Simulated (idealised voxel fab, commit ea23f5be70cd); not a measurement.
The following is a process module called voxel plated lines.
The figure presents cross-section cut, which has a width of 245 nm and is divided into square cells with an edge length of 5 nm.
We lay out every cross-section as a grid of square cells and spell it out in bands from the top down, where one band means one or more rows of cells. Read a band's entry like this: the first values are the height of its top and the height of its bottom in nm, and what follows is the sequence of materials from left to right, each with its width in nm. Note that "air" is empty space, and that a single material marked "full width" reaches across the band from edge to edge. Heights are measured from 0, the level below which the as-received wafer is all one material; the lowest band has no bottom and continues downward, written as in "0 nm and below". The width entry "30 to 40" should be interpreted row by row: the top row of cells in the band takes the first number, the bottom row takes the second number, and the change between adjacent rows is uniform throughout. No cell of the cross-section changed in a step that is given as "no alterations made". Empty spaces without an open route to the top, at least 8 cells in extent, make up the entry "Enclosed void list"; each is given as width x height at distance, where the distance is measured from the left edge, and all are in nm. The remark found on a step's line after its settings is issued by the simulator itself and pertains to that step. Regarding "overlay nm": on a step with a mask, it is the distance the mask lay to the right of its planned place; a negative value places it to the left.

# Here's what the planned process steps look like
1,RECEIVE,material Si
2,CONFORMAL_DEP,material SiO2,thk nm 10
3,DIRECTIONAL_DEP,material TiN,thk nm 5
4,PATTERN,tone open,mask id LINES,material resist,width nm 15,pitch nm 55,thk nm 15,overlay nm 0
5,EPI,material Ru,thk nm 10
6,STRIP,etch materials resist
7,DIRECTIONAL_ETCH,etch materials TiN,depth nm 5
8,CONFORMAL_DEP,material SiCN,thk nm 10
Among the wafers covered here, the point of difference is the width nm at step 4; their starting state is shared, and the plan presents the value of the first wafer.

# Cross-section: the first of several wafers in its as-received state, i.e. following step 1
- 0 nm and below  Si full width
- Enclosed void list: none

# Every row in this table is a wafer at the end of the module, and it gives, for each of the materials, the cells that wafer has gained (+) or lost (-) since it was received, then its closed voids
width nm 15, +12 Ru, +122 SiCN, +98 SiO2, +6 TiN, Enclosed void list: none
width nm 20, +16 Ru, +122 SiCN, +98 SiO2, +8 TiN, Enclosed void list: none
width nm 25, +20 Ru, +122 SiCN, +98 SiO2, +10 TiN, Enclosed void list: none
width nm 30, +24 Ru, +122 SiCN, +98 SiO2, +12 TiN, Enclosed void list: none
width nm 35, +28 Ru, +122 SiCN, +98 SiO2, +14 TiN, Enclosed void list: none
width nm 40, +32 Ru, +119 SiCN, +98 SiO2, +16 TiN, Enclosed void list: none
